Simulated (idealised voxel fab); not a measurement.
The name of this process module is voxel ribs on slabs.
Cross-section cut spans 270 nm and uses square cells 5 nm in size.
If you're reading a cross-section in this doc, picture square cells in a grid; it comes to you as bands, top ones listed first down to the bottom, and a band can be one or more rows of cells. Read a band's entry like this: the first values are the height of its top and the height of its bottom in nm, and what follows is the sequence of materials from left to right, each with its width in nm. Note that "empty" is empty space, and that a single material marked "edge to edge" reaches across the band from edge to edge. We count height from 0. Below that, the starting wafer is all one material. The lowest band never ends at the bottom but goes on down; see "0 nm and below" for how that is written. The notation "30->40" denotes a width that varies across the rows of cells in the band, beginning at the first number in the top row, finishing at the second number in the bottom row, and changing by an identical amount from each row to the next. "no modification" after a step means that no cell of the cross-section changed. The entry "Completely enclosed voids" lists the empty spaces that cover at least 8 cells and have no open path to the top. Each is written as width x height at distance, where the distance is measured from the left edge and all three values are in nm. Formally, on a step line, whatever follows the settings is a remark that the simulator itself makes on the step. overlay nm, on a step with a mask: how far to the right of its planned place the mask lay; to the left if negative.
### Below is the list of planned process steps
- 1: RECEIVE [material Si]
- 2: DIRECTIONAL_DEP [material SiO2] [thk nm 25]
- 3: DIRECTIONAL_DEP [material SiN] [thk nm 20]
- 4: PATTERN [tone cover] [mask id RIB] [material resist] [width nm 30] [thk nm 15] [overlay nm 0]
- 5: DIRECTIONAL_ETCH [etch materials SiN] [depth nm 15]
- 6: STRIP [etch materials resist]
- 7: MASKED_ETCH [tone cover] [mask id SLAB] [width nm 80] [etch materials SiN] [depth nm 5] [overlay nm 0]
- 8: FILL_DEP [material SiO2] [thk nm 25]
- 9: CMP [height nm 65]
- 10: DIRECTIONAL_DEP [material TiN] [thk nm 5]
- 11: DIRECTIONAL_DEP [material aC] [thk nm 15]
- 12: PATTERN [tone cover] [mask id HEATER] [material resist] [width nm 40] [thk nm 35] [overlay nm 0]
- 13: DIRECTIONAL_ETCH [etch materials aC] [depth nm 15]
- 14: STRIP [etch materials resist]
- 15: DIRECTIONAL_ETCH [etch materials TiN] [depth nm 5]
- 16: STRIP [etch materials aC]
- 17: CONFORMAL_DEP [material SiO2] [thk nm 10]
### On the first of the two wafers: run conducted according to plan
### Cross-section, incoming material, after step 1
  0 nm and below = Si edge to edge
  Completely enclosed voids: none
### Sectional view: wafer, after step 2
  25 nm to 0 nm = SiO2 edge to edge
  No changes below 0.
### Sectional view: wafer, after step 3
  45 nm to 25 nm = SiN edge to edge
  No changes below 25.
### Sectional view: wafer, after step 4
  60 nm to 45 nm = 120 nm empty / 30 nm resist / 120 nm empty
  No changes below 45.
### Sectional view: wafer, after step 5
  60 nm to 45 nm = 120 nm empty / 30 nm resist / 120 nm empty
  45 nm to 30 nm = 120 nm empty / 30 nm SiN / 120 nm empty
  No changes below 30.
### Sectional view: wafer, after step 6
  45 nm to 30 nm = 120 nm empty / 30 nm SiN / 120 nm empty
  No changes below 30.
### Sectional view: wafer, after step 7
  45 nm to 30 nm = 120 nm empty / 30 nm SiN / 120 nm empty
  30 nm to 25 nm = 95 nm empty / 80 nm SiN / 95 nm empty
  No changes below 25.
### Sectional view: wafer, after step 8
  70 nm to 45 nm = SiO2 edge to edge
  45 nm to 30 nm = 120 nm SiO2 / 30 nm SiN / 120 nm SiO2
  30 nm to 25 nm = 95 nm SiO2 / 80 nm SiN / 95 nm SiO2
  No changes below 25.
### Sectional view: wafer, after step 9
  65 nm to 45 nm = SiO2 edge to edge
  No changes below 45.
### Sectional view: wafer, after step 10
  70 nm to 65 nm = TiN edge to edge
  No changes below 65.
### Sectional view: wafer, after step 11
  85 nm to 70 nm = aC edge to edge
  No changes below 70.
### Sectional view: wafer, after step 12
  120 nm to 85 nm = 115 nm empty / 40 nm resist / 115 nm empty
  No changes below 85.
### Sectional view: wafer, after step 13
  105 nm to 85 nm = 115 nm empty / 40 nm resist / 115 nm empty
  85 nm to 70 nm = 115 nm empty / 40 nm aC / 115 nm empty
  No changes below 70.
### Sectional view: wafer, after step 14
  85 nm to 70 nm = 115 nm empty / 40 nm aC / 115 nm empty
  No changes below 70.
### Sectional view: wafer, after step 15
  85 nm to 70 nm = 115 nm empty / 40 nm aC / 115 nm empty
  70 nm to 65 nm = 115 nm empty / 40 nm TiN / 115 nm empty
  No changes below 65.
### Sectional view: wafer, after step 16
  70 nm to 65 nm = 115 nm empty / 40 nm TiN / 115 nm empty
  No changes below 65.
### Sectional view: wafer, after step 17
  80 nm to 75 nm = 105 nm empty / 60 nm SiO2 / 105 nm empty
  75 nm to 70 nm = SiO2 edge to edge
  70 nm to 65 nm = 115 nm SiO2 / 40 nm TiN / 115 nm SiO2
  No changes below 65.
### Second wafer, same starting conditions and recipe as the first, one mistake in executing it, nothing differs from the first up to and including step 11
### At the planned end of step 12, the second wafer in cross-section
  120 nm to 85 nm = 115 nm resist / 40 nm empty / 115 nm resist
  No changes below 85.
### At the planned end of step 13, the second wafer in cross-section
  105 nm to 85 nm = 115 nm resist / 40 nm empty / 115 nm resist
  85 nm to 70 nm = 115 nm aC / 40 nm empty / 115 nm aC
  No changes below 70.
### At the planned end of step 14, the second wafer in cross-section
  85 nm to 70 nm = 115 nm aC / 40 nm empty / 115 nm aC
  No changes below 70.
### At the planned end of step 15, the second wafer in cross-section
  85 nm to 70 nm = 115 nm aC / 40 nm empty / 115 nm aC
  70 nm to 65 nm = 115 nm TiN / 40 nm empty / 115 nm TiN
  No changes below 65.
### At the planned end of step 16, the second wafer in cross-section
  70 nm to 65 nm = 115 nm TiN / 40 nm empty / 115 nm TiN
  No changes below 65.
### At the planned end of step 17, the second wafer in cross-section
  80 nm to 75 nm = 125 nm SiO2 / 20 nm empty / 125 nm SiO2
  75 nm to 70 nm = SiO2 edge to edge
  70 nm to 65 nm = 115 nm TiN / 40 nm SiO2 / 115 nm TiN
  No changes below 65.
What was done differently from what was planned? step 12 changed vs plan, executed as PATTERN [tone open] [mask id HEATER] [material resist] [width nm 40] [thk nm 35] [overlay nm 0]
Counted in cells at the end, the second wafer holds more or fewer of these materials than the first: 38 more of TiN
